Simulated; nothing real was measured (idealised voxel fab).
The following process module bears the name voxel released beams.
Xsec cut, 225 nm wide, square cell size 5 nm.
If you're reading a cross-section in this doc, picture square cells in a grid; it comes to you as bands, top ones listed first down to the bottom, and a band can be one or more rows of cells.
This entry defines a band. It first specifies the height of the band's top and the height of its bottom in nm, and then specifies the band's materials from left to right, stating each material with its width in nm. The word "edge to edge" identifies a single material that fills the band from edge to edge, while the word "empty" identifies empty space.
The level at which height equals 0 is the one under which the wafer, as it arrives, is entirely one material. No lower edge exists for the bottom band, which continues downward and is notated as in "0 nm and below".
With a width like "30->40", each row of cells in the band differs from the next by the same amount, the top row carrying the first number and the bottom row the second.
What does "nothing got changed" mean for a step? It means no cell of the cross-section changed in that step.
Entry "Encapsulated voids". Content: empty spaces with no open connection to the top, size 8 cells or greater. Each: width x height at distance. Distance: from left edge. Unit: nm.
That trailing text on a step's line, after the settings, is the simulator's own remark on the step.
overlay nm: step with mask; distance mask lay right of planned place; negative value = left of planned place.

Planned process steps:
1) RECEIVE with material Si
2) CONFORMAL_DEP with material Al2O3, thk nm 10
3) DIRECTIONAL_DEP with material SiO2, thk nm 20
4) DIRECTIONAL_DEP with material aC, thk nm 15
5) PATTERN with tone open, mask id ANCHOR, material resist, width nm 45, thk nm 35, overlay nm 0
6) DIRECTIONAL_ETCH with etch materials aC, depth nm 15
7) STRIP with etch materials resist
8) DIRECTIONAL_ETCH with etch materials SiO2, depth nm 20
9) STRIP with etch materials aC
10) CONFORMAL_DEP with material polySi, thk nm 15
11) PATTERN with tone cover, mask id BEAM, material resist, width nm 120, thk nm 20, overlay nm 0
12) DIRECTIONAL_ETCH with etch materials polySi, depth nm 15
13) STRIP with etch materials resist
14) STRIP with etch materials SiO2

Here's what the wafer looked like in cross-section when it arrived - that's after step 1:
> 0 nm and below: Si edge to edge
> Encapsulated voids: none

Final cross-section, module run with one mistake (start and plan as above):
> 45 nm to 30 nm: 50 of empty, then 120 of polySi, then 55 of empty
> 30 nm to 20 nm: Al2O3 edge to edge
> 20 nm to 0 nm: SiO2 edge to edge
> 0 nm and below: Si edge to edge
> Encapsulated voids: none
What was done differently from what was planned? steps 2 and 3: order swapped relative to plan
